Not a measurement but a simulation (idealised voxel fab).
process module | voxel self aligned vias
cross-section cut | 275 nm wide | cells 5 nm
A cross-section is a grid of square cells, given in bands from the top down. A band is one or more rows of cells.
Each band's line starts with the height of the band's top and of its bottom, in nm. Then come its materials from left to right, each with its width in nm. One material with "throughout" fills the band from edge to edge. "air" is empty space.
Height 0 is the level under which the wafer as received is all one material. The lowest band goes on downwards, as in "0 down".
A width such as "30 to 40" changes by the same amount from each row of cells to the next, from the band's top row to its bottom row.
"no change" after a step means that no cell of the cross-section changed.
closed voids: empty space of 8 cells or more with no open way to the top, each as width x height at its distance from the left edge, in nm
after a step's settings: what the simulator itself notes on the step
overlay nm, on a step with a mask: how far to the right of its planned place the mask lay; to the left if negative
plan
1 op RECEIVE | material Si
2 op CONFORMAL_DEP | material SiO2 | thk nm 15
3 op CONFORMAL_DEP | material SiCN | thk nm 5
4 op DIRECTIONAL_DEP | material lowk | thk nm 30
5 op DIRECTIONAL_DEP | material aC | thk nm 10
6 op PATTERN | tone open | mask id LINES | material resist | width nm 25 | pitch nm 75 | thk nm 30 | overlay nm 0
7 op DIRECTIONAL_ETCH | etch materials aC | depth nm 10
8 op STRIP | etch materials resist
9 op DIRECTIONAL_ETCH | etch materials lowk | depth nm 30
10 op STRIP | etch materials aC
11 op CONFORMAL_DEP | material TiN | thk nm 5
12 op FILL_DEP | material Ru | thk nm 10
13 op CMP | height nm 50
14 op SELECTIVE_ETCH | etch materials W Ru TiN | depth nm 10
15 op FILL_DEP | material SiN | thk nm 5
16 op CMP | height nm 50
17 op DIRECTIONAL_DEP | material lowk | thk nm 20
18 op MASKED_ETCH | tone open | mask id VIAS | width nm 45 | pitch nm 75 | etch materials lowk | depth nm 20 | overlay nm 0
19 op MASKED_ETCH | tone open | mask id VIAS | width nm 45 | pitch nm 75 | etch materials SiN | depth nm 10 | overlay nm 0
20 op CONFORMAL_DEP | material TiN | thk nm 5
21 op FILL_DEP | material W | thk nm 5
22 op CMP | height nm 70
23 op CONFORMAL_DEP | material SiCN | thk nm 5
as received, after step 1
  0 down: Si throughout
  closed voids: none
first wafer at the end, as planned
  75 to 70: SiCN throughout
  70 to 55: lowk 40 | TiN 5 | W 35 | TiN 5 | lowk 30 | TiN 5 | W 35 | TiN 5 | lowk 30 | TiN 5 | W 35 | TiN 5 | lowk 40
  55 to 45: lowk 40 to 50 | TiN 15 to 5 | W 15 | TiN 15 to 5 | lowk 30 to 50 | TiN 15 to 5 | W 15 | TiN 15 to 5 | lowk 30 to 50 | TiN 15 to 5 | W 15 | TiN 15 to 5 | lowk 40 to 50
  45 to 40: lowk 50 | TiN 25 | lowk 50 | TiN 25 | lowk 50 | TiN 25 | lowk 50
  40 to 25: lowk 50 | TiN 5 | Ru 15 | TiN 5 | lowk 50 | TiN 5 | Ru 15 | TiN 5 | lowk 50 | TiN 5 | Ru 15 | TiN 5 | lowk 50
  25 to 20: lowk 50 | TiN 25 | lowk 50 | TiN 25 | lowk 50 | TiN 25 | lowk 50
  20 to 15: SiCN throughout
  15 to 0: SiO2 throughout
  0 down: Si throughout
  closed voids: none
second wafer at the end: like start, like plan, one mistake
  75 to 70: SiCN throughout
  70 to 50: lowk 40 | TiN 5 | W 35 | TiN 5 | lowk 30 | TiN 5 | W 35 | TiN 5 | lowk 30 | TiN 5 | W 35 | TiN 5 | lowk 40
  50 to 45: SiN 40 | TiN 15 | W 15 | TiN 15 | SiN 30 | TiN 15 | W 15 | TiN 15 | SiN 30 | TiN 15 | W 15 | TiN 15 | SiN 40
  45 to 40: lowk 50 | TiN 25 | lowk 50 | TiN 25 | lowk 50 | TiN 25 | lowk 50
  40 to 20: lowk 50 | TiN 5 | Ru 15 | TiN 5 | lowk 50 | TiN 5 | Ru 15 | TiN 5 | lowk 50 | TiN 5 | Ru 15 | TiN 5 | lowk 50
  20 to 15: lowk 50 | TiN 25 | lowk 50 | TiN 25 | lowk 50 | TiN 25 | lowk 50
  15 to 0: SiO2 throughout
  0 down: Si throughout
  closed voids: none
what went wrong: step 3 was left out
at the end the second wafer has, in cells: 9 more of Ru | 55 fewer of SiCN | 28 more of SiN | 6 more of TiN | 12 more of W
